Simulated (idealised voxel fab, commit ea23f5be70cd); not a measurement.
The following is a process module called voxel capacitor over wiring.
In the cross-section labelled cut, the width is 225 nm and each square cell is 5 nm.
Format of a cross-section: grid, square cells. Given as bands. Order: top down. Band: one or more rows of cells. Per band: top height and bottom height in nm, followed by the left-to-right materials and their widths in nm; "edge to edge" marks a single material spanning edge to edge, "air" marks empty space. The reference from which all heights are counted is 0, the level beneath which the as-received wafer is entirely one material; the lowest band, having no lower bound, proceeds downward and is written after the example "0..down". With a width like "30->40", each row of cells in the band differs from the next by the same amount, the top row carrying the first number and the bottom row the second. Key: "same as before" - step with no changed cell in the cross-section. For the entry "Fully sealed cavities", the listed items are empty spaces with no open way to the top whose size is 8 cells or more; each item follows the pattern width x height at distance, where distance is from the left edge and all three are in nm. What comes after the settings on a step's line is commentary from the simulator itself on that step. If you see "overlay nm" on a step's line and that step has a mask, it's telling you how far right of where it was planned the mask ended up; a negative number means it went left instead.

The process steps that were planned are listed below
| 1 | RECEIVE [material Si] |
| 2 | CONFORMAL_DEP [material SiO2] [thk nm 15] |
| 3 | CONFORMAL_DEP [material SiN] [thk nm 5] |
| 4 | DIRECTIONAL_DEP [material SiO2] [thk nm 15] |
| 5 | DIRECTIONAL_DEP [material aC] [thk nm 10] |
| 6 | PATTERN [tone open] [mask id METAL_1] [material resist] [width nm 20] [pitch nm 90] [thk nm 25] [overlay nm 0] |
| 7 | DIRECTIONAL_ETCH [etch materials aC] [depth nm 10] |
| 8 | STRIP [etch materials resist] |
| 9 | DIRECTIONAL_ETCH [etch materials SiO2] [depth nm 15] |
| 10 | DIRECTIONAL_ETCH [etch materials SiN] [depth nm 5] |
| 11 | STRIP [etch materials aC] |
| 12 | CONFORMAL_DEP [material TiN] [thk nm 5] |
| 13 | FILL_DEP [material Cu] [thk nm 10] |
| 14 | CMP [height nm 35] |
| 15 | EPI [material Ru] [thk nm 5] |
| 16 | FILL_DEP [material SiCN] [thk nm 5] |
| 17 | DIRECTIONAL_DEP [material SiO2] [thk nm 20] |
| 18 | PATTERN [tone open] [mask id PLUG_1] [material resist] [width nm 15] [thk nm 15] [overlay nm 0] |
| 19 | DIRECTIONAL_ETCH [etch materials SiO2] [depth nm 20] |
| 20 | DIRECTIONAL_ETCH [etch materials SiCN] [depth nm 5] |
| 21 | STRIP [etch materials resist] |
| 22 | EPI [material Ru] [thk nm 10] |
| 23 | EPI [material Ru] [thk nm 10] |
| 24 | EPI [material Ru] [thk nm 5] |
| 25 | DIRECTIONAL_DEP [material TiN] [thk nm 10] |
| 26 | DIRECTIONAL_DEP [material SiN] [thk nm 5] |
| 27 | DIRECTIONAL_DEP [material TiN] [thk nm 5] |
| 28 | MASKED_ETCH [tone cover] [mask id UPPER_PLATE] [width nm 75] [etch materials TiN] [depth nm 5] [overlay nm 0] |
| 29 | MASKED_ETCH [tone cover] [mask id UPPER_PLATE] [width nm 75] [etch materials SiN] [depth nm 5] [overlay nm 0] |
| 30 | PATTERN [tone cover] [mask id LOWER_PLATE] [material resist] [width nm 85] [thk nm 15] [overlay nm 0] |
| 31 | DIRECTIONAL_ETCH [etch materials TiN] [depth nm 10] |
| 32 | STRIP [etch materials resist] |
| 33 | FILL_DEP [material SiO2] [thk nm 20] |
| 34 | CMP [height nm 100] |
| 35 | MASKED_ETCH [tone open] [mask id PLUG_2] [width nm 15] [etch materials SiO2] [depth nm 15] [overlay nm 0] |
| 36 | CONFORMAL_DEP [material TiN] [thk nm 5] |
| 37 | FILL_DEP [material Cu] [thk nm 5] |
| 38 | CMP [height nm 100] |
| 39 | CONFORMAL_DEP [material SiCN] [thk nm 5] |

First of two wafers: run as planned

As-received wafer cross-section (after step 1)
	0..down  Si edge to edge
	Fully sealed cavities: none

The wafer, seen in cross-section, after step 2
	15..0  SiO2 edge to edge
	Nothing below the height 0 has changed.

The wafer, seen in cross-section, after step 3
	20..15  SiN edge to edge
	Nothing below the height 15 has changed.

The wafer, seen in cross-section, after step 4
	35..20  SiO2 edge to edge
	Nothing below the height 20 has changed.

The wafer, seen in cross-section, after step 5
	45..35  aC edge to edge
	Nothing below the height 35 has changed.

The wafer, seen in cross-section, after step 6
	70..45  resist: 55, then air: 20, then resist: 70, then air: 20, then resist: 60
	Nothing below the height 45 has changed.

The wafer, seen in cross-section, after step 7
	60..45  resist: 55, then air: 20, then resist: 70, then air: 20, then resist: 60
	45..35  aC: 55, then air: 20, then aC: 70, then air: 20, then aC: 60
	Nothing below the height 35 has changed.

The wafer, seen in cross-section, after step 8
	45..35  aC: 55, then air: 20, then aC: 70, then air: 20, then aC: 60
	Nothing below the height 35 has changed.

The wafer, seen in cross-section, after step 9
	45..35  aC: 55, then air: 20, then aC: 70, then air: 20, then aC: 60
	35..20  SiO2: 55, then air: 20, then SiO2: 70, then air: 20, then SiO2: 60
	Nothing below the height 20 has changed.

The wafer, seen in cross-section, after step 10
	45..35  aC: 55, then air: 20, then aC: 70, then air: 20, then aC: 60
	35..20  SiO2: 55, then air: 20, then SiO2: 70, then air: 20, then SiO2: 60
	20..15  SiN: 55, then air: 20, then SiN: 70, then air: 20, then SiN: 60
	Nothing below the height 15 has changed.

The wafer, seen in cross-section, after step 11
	35..20  SiO2: 55, then air: 20, then SiO2: 70, then air: 20, then SiO2: 60
	Nothing below the height 20 has changed.

The wafer, seen in cross-section, after step 12
	40..35  TiN: 60, then air: 10, then TiN: 80, then air: 10, then TiN: 65
	35..20  SiO2: 55, then TiN: 5, then air: 10, then TiN: 5, then SiO2: 70, then TiN: 5, then air: 10, then TiN: 5, then SiO2: 60
	20..15  SiN: 55, then TiN: 20, then SiN: 70, then TiN: 20, then SiN: 60
	Nothing below the height 15 has changed.

The wafer, seen in cross-section, after step 13
	50..40  Cu edge to edge
	40..35  TiN: 60, then Cu: 10, then TiN: 80, then Cu: 10, then TiN: 65
	35..20  SiO2: 55, then TiN: 5, then Cu: 10, then TiN: 5, then SiO2: 70, then TiN: 5, then Cu: 10, then TiN: 5, then SiO2: 60
	Nothing below the height 20 has changed.

The wafer, seen in cross-section, after step 14
	35..20  SiO2: 55, then TiN: 5, then Cu: 10, then TiN: 5, then SiO2: 70, then TiN: 5, then Cu: 10, then TiN: 5, then SiO2: 60
	Nothing below the height 20 has changed.

The wafer, seen in cross-section, after step 15
	40..35  air: 50, then Ru: 30, then air: 60, then Ru: 30, then air: 55
	Nothing below the height 35 has changed.

The wafer, seen in cross-section, after step 16
	45..40  SiCN edge to edge
	40..35  SiCN: 50, then Ru: 30, then SiCN: 60, then Ru: 30, then SiCN: 55
	Nothing below the height 35 has changed.

The wafer, seen in cross-section, after step 17
	65..45  SiO2 edge to edge
	Nothing below the height 45 has changed.

The wafer, seen in cross-section, after step 18
	80..65  resist: 60, then air: 15, then resist: 150
	Nothing below the height 65 has changed.

The wafer, seen in cross-section, after step 19
	80..65  resist: 60, then air: 15, then resist: 150
	65..45  SiO2: 60, then air: 15, then SiO2: 150
	Nothing below the height 45 has changed.

The wafer, seen in cross-section, after step 20
	80..65  resist: 60, then air: 15, then resist: 150
	65..45  SiO2: 60, then air: 15, then SiO2: 150
	45..40  SiCN: 60, then air: 15, then SiCN: 150
	Nothing below the height 40 has changed.

The wafer, seen in cross-section, after step 21
	65..45  SiO2: 60, then air: 15, then SiO2: 150
	Nothing below the height 45 has changed.

The wafer, seen in cross-section, after step 22
	65..50  SiO2: 60, then air: 15, then SiO2: 150
	50..45  SiO2: 60, then Ru: 15, then SiO2: 150
	45..40  SiCN: 60, then Ru: 15, then SiCN: 150
	Nothing below the height 40 has changed.

The wafer, seen in cross-section, after step 23
	65..60  SiO2: 60, then air: 15, then SiO2: 150
	60..45  SiO2: 60, then Ru: 15, then SiO2: 150
	Nothing below the height 45 has changed.

The wafer, seen in cross-section, after step 24
	65..45  SiO2: 60, then Ru: 15, then SiO2: 150
	Nothing below the height 45 has changed.

The wafer, seen in cross-section, after step 25
	75..65  TiN edge to edge
	Nothing below the height 65 has changed.

The wafer, seen in cross-section, after step 26
	80..75  SiN edge to edge
	Nothing below the height 75 has changed.

The wafer, seen in cross-section, after step 27
	85..80  TiN edge to edge
	Nothing below the height 80 has changed.

The wafer, seen in cross-section, after step 28
	85..80  air: 60, then TiN: 75, then air: 90
	Nothing below the height 80 has changed.

The wafer, seen in cross-section, after step 29
	85..80  air: 60, then TiN: 75, then air: 90
	80..75  air: 60, then SiN: 75, then air: 90
	Nothing below the height 75 has changed.

The wafer, seen in cross-section, after step 30
	100..85  air: 55, then resist: 85, then air: 85
	85..80  air: 55, then resist: 5, then TiN: 75, then resist: 5, then air: 85
	80..75  air: 55, then resist: 5, then SiN: 75, then resist: 5, then air: 85
	Nothing below the height 75 has changed.

The wafer, seen in cross-section, after step 31
	100..85  air: 55, then resist: 85, then air: 85
	85..80  air: 55, then resist: 5, then TiN: 75, then resist: 5, then air: 85
	80..75  air: 55, then resist: 5, then SiN: 75, then resist: 5, then air: 85
	75..65  air: 55, then TiN: 85, then air: 85
	Nothing below the height 65 has changed.

The wafer, seen in cross-section, after step 32
	85..80  air: 60, then TiN: 75, then air: 90
	80..75  air: 60, then SiN: 75, then air: 90
	Nothing below the height 75 has changed.

The wafer, seen in cross-section, after step 33
	105..85  SiO2 edge to edge
	85..80  SiO2: 60, then TiN: 75, then SiO2: 90
	80..75  SiO2: 60, then SiN: 75, then SiO2: 90
	75..65  SiO2: 55, then TiN: 85, then SiO2: 85
	Nothing below the height 65 has changed.

The wafer, seen in cross-section, after step 34
	100..85  SiO2 edge to edge
	Nothing below the height 85 has changed.

The wafer, seen in cross-section, after step 35
	100..85  SiO2: 70, then air: 15, then SiO2: 140
	Nothing below the height 85 has changed.

The wafer, seen in cross-section, after step 36
	105..100  TiN: 75, then air: 5, then TiN: 145
	100..90  SiO2: 70, then TiN: 5, then air: 5, then TiN: 5, then SiO2: 140
	90..80  SiO2: 70->60, then TiN: 15->75, then SiO2: 140->90
	Nothing below the height 80 has changed.

The wafer, seen in cross-section, after step 37
	110..105  Cu edge to edge
	105..100  TiN: 75, then Cu: 5, then TiN: 145
	100..90  SiO2: 70, then TiN: 5, then Cu: 5, then TiN: 5, then SiO2: 140
	Nothing below the height 90 has changed.

The wafer, seen in cross-section, after step 38
	100..90  SiO2: 70, then TiN: 5, then Cu: 5, then TiN: 5, then SiO2: 140
	Nothing below the height 90 has changed.

The wafer, seen in cross-section, after step 39
	105..100  SiCN edge to edge
	Nothing below the height 100 has changed.

Second wafer: same start and same plan as the first, one execution error; identical to the first through step 23

Second wafer, cross-section, planned end of step 24
	75..70  TiN: 60, then air: 15, then TiN: 150
	70..65  TiN edge to edge
	65..60  SiO2: 60, then TiN: 15, then SiO2: 150
	Nothing below the height 60 has changed.

Second wafer, cross-section, planned end of step 25
	80..75  Ru: 65, then air: 5, then Ru: 155
	75..70  TiN: 60, then Ru: 15, then TiN: 150
	Nothing below the height 70 has changed.

Second wafer, cross-section, planned end of step 26
	85..80  SiN: 65, then air: 5, then SiN: 155
	80..75  Ru: 65, then SiN: 5, then Ru: 155
	Nothing below the height 75 has changed.

Second wafer, cross-section, planned end of step 27
	90..85  TiN: 65, then air: 5, then TiN: 155
	85..80  SiN: 65, then TiN: 5, then SiN: 155
	Nothing below the height 80 has changed.

Second wafer, cross-section, planned end of step 28
	90..85  air: 60, then TiN: 5, then air: 5, then TiN: 65, then air: 90
	Nothing below the height 85 has changed.

Second wafer, cross-section, planned end of step 29
	90..85  air: 60, then TiN: 5, then air: 5, then TiN: 65, then air: 90
	85..80  air: 60, then SiN: 5, then TiN: 5, then SiN: 65, then air: 90
	Nothing below the height 80 has changed.

Second wafer, cross-section, planned end of step 30
	105..90  air: 55, then resist: 85, then air: 85
	90..85  air: 55, then resist: 5, then TiN: 5, then resist: 5, then TiN: 65, then resist: 5, then air: 85
	85..80  air: 55, then resist: 5, then SiN: 5, then TiN: 5, then SiN: 65, then resist: 5, then air: 85
	Nothing below the height 80 has changed.

Second wafer, cross-section, planned end of step 31: same as before

Second wafer, cross-section, planned end of step 32
	90..85  air: 60, then TiN: 5, then air: 5, then TiN: 65, then air: 90
	85..80  air: 60, then SiN: 5, then TiN: 5, then SiN: 65, then air: 90
	Nothing below the height 80 has changed.

Second wafer, cross-section, planned end of step 33
	110..90  SiO2 edge to edge
	90..85  SiO2: 60, then TiN: 5, then SiO2: 5, then TiN: 65, then SiO2: 90
	85..80  SiO2: 60, then SiN: 5, then TiN: 5, then SiN: 65, then SiO2: 90
	Nothing below the height 80 has changed.

Second wafer, cross-section, planned end of step 34
	100..90  SiO2 edge to edge
	Nothing below the height 90 has changed.

Second wafer, cross-section, planned end of step 35
	100..90  SiO2: 70, then air: 15, then SiO2: 140
	Nothing below the height 90 has changed.

Second wafer, cross-section, planned end of step 36
	105..100  TiN: 75, then air: 5, then TiN: 145
	100..95  SiO2: 70, then TiN: 5, then air: 5, then TiN: 5, then SiO2: 140
	95..90  SiO2: 70, then TiN: 15, then SiO2: 140
	Nothing below the height 90 has changed.

Second wafer, cross-section, planned end of step 37
	110..105  Cu edge to edge
	105..100  TiN: 75, then Cu: 5, then TiN: 145
	100..95  SiO2: 70, then TiN: 5, then Cu: 5, then TiN: 5, then SiO2: 140
	Nothing below the height 95 has changed.

Second wafer, cross-section, planned end of step 38
	100..95  SiO2: 70, then TiN: 5, then Cu: 5, then TiN: 5, then SiO2: 140
	Nothing below the height 95 has changed.

Second wafer, cross-section, planned end of step 39
	105..100  SiCN edge to edge
	Nothing below the height 100 has changed.
The plan and the run diverged here: steps 24 and 25 traded places in the executed sequence
Wrapping up, a cell-based count of both wafers puts the second over or under the first for these materials: -1 Cu, +44 Ru, -97 SiO2, +54 TiN
